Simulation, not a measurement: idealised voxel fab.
voxel wiring stack: a process module
The cross-section shown here is cut; it is 245 nm wide and divided into square cells measuring 5 nm on a side.
Reading order for cross-sections: top band down to bottom band. Underlying form: a grid of square cells. Band size: one or more rows of cells. Per band: top height and bottom height in nm, followed by the left-to-right materials and their widths in nm; "throughout" marks a single material spanning edge to edge, "blank" marks empty space. Basically, 0 is our baseline, since under it the wafer straight out of the box is all one material. The bottom band has no lower end and keeps on going down, so it looks like "0 nm and below". The two numbers in a width such as "30..40" mark its ends across the band: the first belongs to the top row of cells, the second to the bottom row, and from each row to the next the width moves by the same amount. "no modification" means the step left every cell of the cross-section as it was. "Enclosed void inventory" enumerates empty spaces isolated from the top, with no open way to it, that contain at least 8 cells, giving each as width x height at distance from the left edge, all three in nm. Text after the settings on a step's line: the simulator's own remark on that step. overlay nm: how far to the right of its planned place the mask lay on this masked step (negative: to the left).

## So here's the lineup of process steps we planned
1) RECEIVE | material Si
2) CONFORMAL_DEP | material SiO2 | thk nm 15
3) DIRECTIONAL_DEP | material TiN | thk nm 5
4) DIRECTIONAL_DEP | material Ru | thk nm 15
5) MASKED_ETCH | tone cover | mask id METAL_1 | width nm 30 | pitch nm 60 | etch materials Ru | depth nm 15 | overlay nm 0
6) MASKED_ETCH | tone cover | mask id METAL_1 | width nm 30 | pitch nm 60 | etch materials TiN | depth nm 5 | overlay nm 0
7) CONFORMAL_DEP | material SiCN | thk nm 5
8) FILL_DEP | material SiO2 | thk nm 5
9) CMP | height nm 35
10) CONFORMAL_DEP | material SiCN | thk nm 5
11) DIRECTIONAL_DEP | material lowk | thk nm 25
12) PATTERN | tone open | mask id METAL_2 | material resist | width nm 30 | pitch nm 60 | thk nm 20 | overlay nm 0
13) DIRECTIONAL_ETCH | etch materials lowk | depth nm 15
14) STRIP | etch materials resist
15) PATTERN | tone open | mask id METAL_2_HOLES | material resist | width nm 15 | pitch nm 120 | thk nm 15 | overlay nm 0
16) DIRECTIONAL_ETCH | etch materials lowk | depth nm 10
17) DIRECTIONAL_ETCH | etch materials SiCN | depth nm 5
18) STRIP | etch materials resist
19) CONFORMAL_DEP | material TiN | thk nm 5
20) FILL_DEP | material Cu | thk nm 5
21) CMP | height nm 65
22) CONFORMAL_DEP | material SiCN | thk nm 5
23) DIRECTIONAL_DEP | material SiO2 | thk nm 30
24) MASKED_ETCH | tone open | mask id METAL_3 | width nm 30 | pitch nm 60 | etch materials SiO2 | depth nm 15 | overlay nm 0
25) DIRECTIONAL_DEP | material aC | thk nm 10
26) PATTERN | tone open | mask id METAL_3_HOLES | material resist | width nm 15 | pitch nm 120 | thk nm 25 | overlay nm 0
27) DIRECTIONAL_ETCH | etch materials aC | depth nm 10
28) STRIP | etch materials resist
29) DIRECTIONAL_ETCH | etch materials SiO2 | depth nm 15
30) DIRECTIONAL_ETCH | etch materials SiCN | depth nm 5
31) STRIP | etch materials aC
32) CONFORMAL_DEP | material TiN | thk nm 5
33) FILL_DEP | material Cu | thk nm 10
34) CMP | height nm 100
35) CONFORMAL_DEP | material SiCN | thk nm 5
36) DIRECTIONAL_DEP | material lowk | thk nm 10
37) MASKED_ETCH | tone open | mask id PLUG_3 | width nm 15 | pitch nm 60 | etch materials lowk | depth nm 10 | overlay nm 0
38) MASKED_ETCH | tone open | mask id PLUG_3 | width nm 15 | pitch nm 60 | etch materials SiCN | depth nm 5 | overlay nm 0
39) CONFORMAL_DEP | material TiN | thk nm 5
40) FILL_DEP | material Cu | thk nm 5
41) CMP | height nm 115
42) CONFORMAL_DEP | material SiN | thk nm 5
43) DIRECTIONAL_DEP | material SiO2 | thk nm 25
44) PATTERN | tone open | mask id METAL_4 | material resist | width nm 30 | pitch nm 60 | thk nm 15 | overlay nm 0
45) DIRECTIONAL_ETCH | etch materials SiO2 | depth nm 25
46) DIRECTIONAL_ETCH | etch materials SiN | depth nm 5
47) STRIP | etch materials resist
48) CONFORMAL_DEP | material TiN | thk nm 5
49) FILL_DEP | material W | thk nm 10
50) CMP | height nm 145
51) EPI | material Ru | thk nm 5
52) FILL_DEP | material SiCN | thk nm 5

## Wafer cross-section on receipt, i.e. after step 1
  0 nm and below = Si throughout
  Enclosed void inventory: none

## End-of-module cross-section. Starting structure and process plan as above; one mistake made in running it
  155 nm to 150 nm = SiCN throughout
  150 nm to 145 nm = SiCN: 40  Ru: 40  SiCN: 20  Ru: 40  SiCN: 20  Ru: 40  SiCN: 45
  145 nm to 120 nm = SiO2: 45  TiN: 5  W: 20  TiN: 5  SiO2: 30  TiN: 5  W: 20  TiN: 5  SiO2: 30  TiN: 5  W: 20  TiN: 5  SiO2: 50
  120 nm to 115 nm = SiN: 45  TiN: 30  SiN: 30  TiN: 30  SiN: 30  TiN: 30  SiN: 50
  115 nm to 105 nm = lowk: 45  TiN: 5  Cu: 5  TiN: 5  lowk: 45  TiN: 5  Cu: 5  TiN: 5  lowk: 45  TiN: 5  Cu: 5  TiN: 5  lowk: 65
  105 nm to 100 nm = SiCN: 45  TiN: 15  SiCN: 45  TiN: 15  SiCN: 45  TiN: 15  SiCN: 65
  100 nm to 70 nm = SiO2 throughout
  70 nm to 65 nm = SiCN throughout
  65 nm to 55 nm = lowk: 45  TiN: 5  Cu: 20  TiN: 5  lowk: 30  TiN: 5  Cu: 20  TiN: 5  lowk: 30  TiN: 5  Cu: 20  TiN: 5  lowk: 50
  55 nm to 50 nm = lowk: 45  TiN: 5  Cu: 5  TiN: 20  lowk: 30  TiN: 30  lowk: 30  TiN: 5  Cu: 5  TiN: 20  lowk: 50
  50 nm to 40 nm = lowk: 45  TiN: 5  Cu: 5  TiN: 5  lowk: 105  TiN: 5  Cu: 5  TiN: 5  lowk: 65
  40 nm to 35 nm = SiCN: 45  TiN: 15  SiCN: 105  TiN: 15  SiCN: 65
  35 nm to 20 nm = SiO2: 40  SiCN: 5  Ru: 30  SiCN: 5  SiO2: 20  SiCN: 5  Ru: 30  SiCN: 5  SiO2: 20  SiCN: 5  Ru: 30  SiCN: 5  SiO2: 45
  20 nm to 15 nm = SiCN: 45  TiN: 30  SiCN: 30  TiN: 30  SiCN: 30  TiN: 30  SiCN: 50
  15 nm to 0 nm = SiO2 throughout
  0 nm and below = Si throughout
  Enclosed void inventory: none
Diagnosis: heads up, step 23 of the plan got done twice
